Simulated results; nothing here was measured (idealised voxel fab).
process module | voxel released beams
cross-section cut | 250 nm wide | cells 5 nm
A cross-section is a grid of square cells, given in bands from the top down. A band is one or more rows of cells.
Each band's line starts with the height of the band's top and of its bottom, in nm. Then come its materials from left to right, each with its width in nm. One material with "throughout" fills the band from edge to edge. "air" is empty space.
Height 0 is the level under which the wafer as received is all one material. The lowest band goes on downwards, as in "0 down".
A width such as "30 to 40" changes by the same amount from each row of cells to the next, from the band's top row to its bottom row.
"no change" after a step means that no cell of the cross-section changed.
closed voids: empty space of 8 cells or more with no open way to the top, each as width x height at its distance from the left edge, in nm
after a step's settings: what the simulator itself notes on the step
overlay nm, on a step with a mask: how far to the right of its planned place the mask lay; to the left if negative
plan
1 op RECEIVE | material Si
2 op CONFORMAL_DEP | material Al2O3 | thk nm 10
3 op DIRECTIONAL_DEP | material SiO2 | thk nm 15
4 op MASKED_ETCH | tone open | mask id ANCHOR | width nm 25 | etch materials SiO2 | depth nm 15 | overlay nm 0
5 op CONFORMAL_DEP | material W | thk nm 10
6 op DIRECTIONAL_DEP | material aC | thk nm 15
7 op PATTERN | tone cover | mask id BEAM | material resist | width nm 110 | thk nm 30 | overlay nm 0
8 op DIRECTIONAL_ETCH | etch materials aC | depth nm 15
9 op STRIP | etch materials resist
10 op DIRECTIONAL_ETCH | etch materials W | depth nm 10
11 op STRIP | etch materials aC
12 op STRIP | etch materials SiO2
as received, after step 1
  0 down: Si throughout
  closed voids: none
first wafer at the end, as planned
  35 to 25: air 65 | W 15 | air 5 | W 90 | air 75
  25 to 20: air 70 | W 10 | air 5 | W 10 | air 155
  20 to 10: air 70 | W 25 | air 155
  10 to 0: Al2O3 throughout
  0 down: Si throughout
  closed voids: none
second wafer at the end: like start, like plan, one mistake
  35 to 25: air 65 | W 110 | air 75
  25 to 10: air 75 | W 15 | air 160
  10 to 0: Al2O3 throughout
  0 down: Si throughout
  closed voids: none
what went wrong: step 4 ran as: op MASKED_ETCH | tone open | mask id ANCHOR | width nm 15 | etch materials SiO2 | depth nm 15 | overlay nm 0
at the end the second wafer has, in cells: 3 fewer of W
